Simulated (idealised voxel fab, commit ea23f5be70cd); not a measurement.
Proc. module: voxel transistor to metal
Displayed cross-section: cut, width of 150 nm, square cells sized 5 nm.
When this document writes out a cross-section, it uses a grid of square cells and lists it as bands, beginning at the top and moving down, with a band standing for one or more rows of cells. It is stipulated that each band's entry specify, in nanometres, the height of the top of the band and then that of its bottom, followed by the materials of the band in left-to-right sequence, each together with its width in nanometres. A single material marked by the word "edge to edge" is understood to fill the band from edge to edge; the word "air" is understood to denote empty space. We count height from 0. Below that, the starting wafer is all one material. The lowest band never ends at the bottom but goes on down; see "from 0 down" for how that is written. The expression "30->40" gives the width at the extremes of the band, the first number at its top row of cells and the second at its bottom row, with the width changing by equal amounts from each row to the next in between. "identical to before", as given for a step, is the statement that not any cell of the cross-section underwent a change during that step. "Fully sealed voids" lists enclosed empty spaces (at least 8 cells, no open path upward to the top), each as width x height at distance from the left edge, in nm. Anything after a step's settings on that line? It's the simulator's own note about the step. overlay nm: right-of-plan distance of the mask on a masked step; negative values mean left-of-plan.
-- plan
1: RECEIVE | material Si
2: OXIDIZE | depth nm 5
3: CONFORMAL_DEP | material SiN | thk nm 15
4: PATTERN | tone cover | mask id ACTIVE | material resist | width nm 90 | thk nm 20 | overlay nm 0
5: DIRECTIONAL_ETCH | etch materials SiN | depth nm 15
6: DIRECTIONAL_ETCH | etch materials SiO2 | depth nm 5
7: DIRECTIONAL_ETCH | etch materials Si | depth nm 25
8: STRIP | etch materials resist
9: FILL_DEP | material SiO2 | thk nm 5
10: CMP | height nm 15
11: SELECTIVE_ETCH | etch materials SiO2 | depth nm 15
12: STRIP | etch materials SiN
13: SELECTIVE_ETCH | etch materials SiO2 | depth nm 5
14: OXIDIZE | depth nm 5
15: DIRECTIONAL_DEP | material polySi | thk nm 25
16: DIRECTIONAL_DEP | material SiCN | thk nm 15
17: MASKED_ETCH | tone cover | mask id GATE | width nm 20 | etch materials SiCN | depth nm 25 | overlay nm 0
18: MASKED_ETCH | tone cover | mask id GATE | width nm 20 | etch materials polySi | depth nm 35 | overlay nm 0
19: CONFORMAL_DEP | material SiN | thk nm 10
20: DIRECTIONAL_ETCH | etch materials SiN | depth nm 10
21: DIRECTIONAL_ETCH | etch materials SiO2 | depth nm 5
22: DIRECTIONAL_ETCH | etch materials Si | depth nm 5
23: EPI | material SiGe | thk nm 10
24: FILL_DEP | material SiO2 | thk nm 5
25: CMP | height nm 35
26: DIRECTIONAL_DEP | material SiO2 | thk nm 15
27: PATTERN | tone open | mask id CONTACT | material resist | width nm 15 | pitch nm 65 | thk nm 20 | overlay nm 0
28: DIRECTIONAL_ETCH | etch materials SiO2 | depth nm 55
29: STRIP | etch materials resist
30: CONFORMAL_DEP | material TiN | thk nm 5
31: FILL_DEP | material W | thk nm 10
32: CMP | height nm 50
33: DIRECTIONAL_DEP | material TiN | thk nm 5
34: DIRECTIONAL_DEP | material Ru | thk nm 25
35: DIRECTIONAL_DEP | material aC | thk nm 10
36: PATTERN | tone cover | mask id METAL_1 | material resist | width nm 15 | pitch nm 65 | thk nm 25 | overlay nm 0
37: DIRECTIONAL_ETCH | etch materials aC | depth nm 10
38: STRIP | etch materials resist
39: DIRECTIONAL_ETCH | etch materials Ru | depth nm 25
40: DIRECTIONAL_ETCH | etch materials TiN | depth nm 5
41: STRIP | etch materials aC
42: CONFORMAL_DEP | material SiN | thk nm 5
43: FILL_DEP | material SiO2 | thk nm 5
44: CMP | height nm 80
45: CONFORMAL_DEP | material SiCN | thk nm 5
46: DIRECTIONAL_DEP | material SiO2 | thk nm 35
47: PATTERN | tone open | mask id METAL_2 | material resist | width nm 15 | pitch nm 65 | thk nm 20 | overlay nm 0
48: DIRECTIONAL_ETCH | etch materials SiO2 | depth nm 20
49: STRIP | etch materials resist
50: PATTERN | tone open | mask id METAL_2_HOLES | material resist | width nm 15 | pitch nm 65 | thk nm 20 | overlay nm 0
51: DIRECTIONAL_ETCH | etch materials SiO2 | depth nm 15
52: DIRECTIONAL_ETCH | etch materials SiCN | depth nm 5
53: STRIP | etch materials resist
54: CONFORMAL_DEP | material TiN | thk nm 5
55: FILL_DEP | material Ru | thk nm 10
56: CMP | height nm 120
57: CONFORMAL_DEP | material SiN | thk nm 5
-- Incoming wafer, cross-sectional view, post step 1
> from 0 down | Si edge to edge
> Fully sealed voids: none
-- Run as planned - first of the two wafers cross-sectioned at the end of the module
> from 125 to 120 | SiN edge to edge
> from 120 to 85 | 35 of SiO2, 5 of TiN, 5 of Ru, 5 of TiN, 50 of SiO2, 5 of TiN, 5 of Ru, 5 of TiN, 35 of SiO2
> from 85 to 80 | 35 of SiCN, 15 of TiN, 50 of SiCN, 15 of TiN, 35 of SiCN
> from 80 to 55 | 30 of SiO2, 5 of SiN, 15 of Ru, 5 of SiN, 40 of SiO2, 5 of SiN, 15 of Ru, 5 of SiN, 30 of SiO2
> from 55 to 50 | 35 of SiN, 15 of TiN, 50 of SiN, 15 of TiN, 35 of SiN
> from 50 to 35 | 35 of SiO2, 5 of TiN, 5 of W, 5 of TiN, 50 of SiO2, 5 of TiN, 5 of W, 5 of TiN, 35 of SiO2
> from 35 to 20 | 35 of SiO2, 5 of TiN, 5 of W, 5 of TiN, 5 of SiO2, 10 of SiN, 20 of SiCN, 10 of SiN, 5 of SiO2, 5 of TiN, 5 of W, 5 of TiN, 35 of SiO2
> from 20 to 5 | 35 of SiO2, 5 of TiN, 5 of W, 5 of TiN, 5 of SiO2, 10 of SiN, 20 of polySi, 10 of SiN, 5 of SiO2, 5 of TiN, 5 of W, 5 of TiN, 35 of SiO2
> from 5 to 0 | 35 of SiO2, 15 of TiN, 5 of SiO2, 10 of SiN, 20 of polySi, 10 of SiN, 5 of SiO2, 15 of TiN, 35 of SiO2
> from 0 to -5 | 35 of SiO2, 10 of TiN, 10 of SiGe, 10 of SiN, 20 of polySi, 10 of SiN, 10 of SiGe, 10 of TiN, 35 of SiO2
> from -5 to -10 | 25 of SiO2, 30 of SiGe, 40 of SiO2, 30 of SiGe, 25 of SiO2
> from -10 to -15 | 30 of SiO2, 25 of SiGe, 40 of Si, 25 of SiGe, 30 of SiO2
> from -15 to -30 | 30 of SiO2, 90 of Si, 30 of SiO2
> from -30 down | Si edge to edge
> Fully sealed voids: none
-- Wafer two cross-section, module end. Start and plan unchanged from wafer one; one mistake made during the run
> from 125 to 120 | SiN edge to edge
> from 120 to 85 | 35 of SiO2, 5 of TiN, 5 of Ru, 5 of TiN, 50 of SiO2, 5 of TiN, 5 of Ru, 5 of TiN, 35 of SiO2
> from 85 to 80 | 35 of SiCN, 15 of TiN, 50 of SiCN, 15 of TiN, 35 of SiCN
> from 80 to 55 | 30 of SiO2, 5 of SiN, 15 of Ru, 5 of SiN, 40 of SiO2, 5 of SiN, 15 of Ru, 5 of SiN, 30 of SiO2
> from 55 to 50 | 35 of SiN, 15 of TiN, 50 of SiN, 15 of TiN, 35 of SiN
> from 50 to 35 | 35 of SiO2, 5 of TiN, 5 of W, 5 of TiN, 50 of SiO2, 5 of TiN, 5 of W, 5 of TiN, 35 of SiO2
> from 35 to 20 | 35 of SiO2, 5 of TiN, 5 of W, 5 of TiN, 5 of SiO2, 10 of SiN, 20 of SiCN, 10 of SiN, 5 of SiO2, 5 of TiN, 5 of W, 5 of TiN, 35 of SiO2
> from 20 to 5 | 35 of SiO2, 5 of TiN, 5 of W, 5 of TiN, 5 of SiO2, 10 of SiN, 20 of polySi, 10 of SiN, 5 of SiO2, 5 of TiN, 5 of W, 5 of TiN, 35 of SiO2
> from 5 to 0 | 35 of SiO2, 15 of TiN, 5 of SiO2, 10 of SiN, 20 of polySi, 10 of SiN, 5 of SiO2, 15 of TiN, 35 of SiO2
> from 0 to -5 | 35 of SiO2, 10 of TiN, 10 of SiGe, 10 of SiN, 20 of polySi, 10 of SiN, 10 of SiGe, 10 of TiN, 35 of SiO2
> from -5 to -10 | 20 of SiO2, 35 of SiGe, 40 of SiO2, 25 of SiGe, 30 of SiO2
> from -10 to -15 | 25 of SiO2, 30 of SiGe, 40 of Si, 20 of SiGe, 35 of SiO2
> from -15 to -30 | 25 of SiO2, 90 of Si, 35 of SiO2
> from -30 down | Si edge to edge
> Fully sealed voids: none
What went wrong in running the wafer? note that step 4 departed from the planned setting and was carried out as PATTERN | tone cover | mask id ACTIVE | material resist | width nm 90 | thk nm 20 | overlay nm -5
Final state: per-material cell counts identical on both wafers; locations differ.
